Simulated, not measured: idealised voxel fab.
process module | voxel gate over fins
Square cells of 5 nm make up the cross-section cut, whose width is 220 nm.
A cross-section is written here as square cells arranged in a grid, and it is given in bands from the top down, each band taking up one or more rows of cells. This entry defines a band. It first specifies the height of the band's top and the height of its bottom in nm, and then specifies the band's materials from left to right, stating each material with its width in nm. The word "edge to edge" identifies a single material that fills the band from edge to edge, while the word "air" identifies empty space. Height is counted from the level 0, under which the received wafer is composed throughout of one material. The lowest of the bands is not closed at the bottom but continues downward, in the notation "0 -> down". A two-number width, for instance "30..40", indicates that the width is equal to the first number in the top row of the band and to the second number in the bottom row, and that it changes by a constant amount per row of cells. Step note "left unchanged" = no cross-section cell changed. "Sealed void listing" lists enclosed empty spaces (at least 8 cells, no open path upward to the top), each as width x height at distance from the left edge, in nm. The remark found on a step's line after its settings is issued by the simulator itself and pertains to that step. overlay nm: step with mask; distance mask lay right of planned place; negative value = left of planned place.

### Process steps - plan
| 1 | RECEIVE: material Si |
| 2 | CONFORMAL_DEP: material SiN, thk nm 5 |
| 3 | DIRECTIONAL_DEP: material aC, thk nm 15 |
| 4 | PATTERN: tone cover, mask id FINS, material resist, width nm 15, pitch nm 40, thk nm 35, overlay nm 0 |
| 5 | DIRECTIONAL_ETCH: etch materials aC, depth nm 15 |
| 6 | STRIP: etch materials resist |
| 7 | DIRECTIONAL_ETCH: etch materials SiN, depth nm 10 |
| 8 | DIRECTIONAL_ETCH: etch materials Si, depth nm 40 |
| 9 | STRIP: etch materials aC |
| 10 | OXIDIZE: depth nm 5 |
| 11 | FILL_DEP: material SiO2, thk nm 5 |
| 12 | CMP: height nm 10 |
| 13 | SELECTIVE_ETCH: etch materials SiO2, depth nm 25 |
| 14 | STRIP: etch materials SiN |
| 15 | CONFORMAL_DEP: material HfO2, thk nm 5 |
| 16 | CONFORMAL_DEP: material TiN, thk nm 5 |
| 17 | CONFORMAL_DEP: material TiAl, thk nm 5 |
| 18 | CONFORMAL_DEP: material TiN, thk nm 5 |
| 19 | FILL_DEP: material W, thk nm 15 |
| 20 | CMP: height nm 30 |
| 21 | CONFORMAL_DEP: material SiCN, thk nm 5 |
The value of thk nm given for step 2 in the plan refers to the first wafer; the wafers vary in this setting and are alike at the start.

### As-received state after step 1, first of several wafers, cross-section
  0 -> down  Si edge to edge
  Sealed void listing: none

### wafer rows; end of module; cells per material since receipt: (+) gained, (-) lost; then closed voids
thk nm 5; +68 HfO2; -360 Si; +44 SiCN; +240 SiO2; +68 TiAl; +127 TiN; +121 W; Sealed void listing: none
thk nm 10; +68 HfO2; -360 Si; +44 SiCN; +240 SiO2; +68 TiAl; +127 TiN; +121 W; Sealed void listing: none
thk nm 15; +44 HfO2; +44 SiCN; +44 TiAl; +88 TiN; +88 W; Sealed void listing: none
thk nm 20; +44 HfO2; +44 SiCN; +44 TiAl; +88 TiN; +88 W; Sealed void listing: none
thk nm 25; +44 HfO2; +44 SiCN; +44 TiAl; +88 TiN; +88 W; Sealed void listing: none
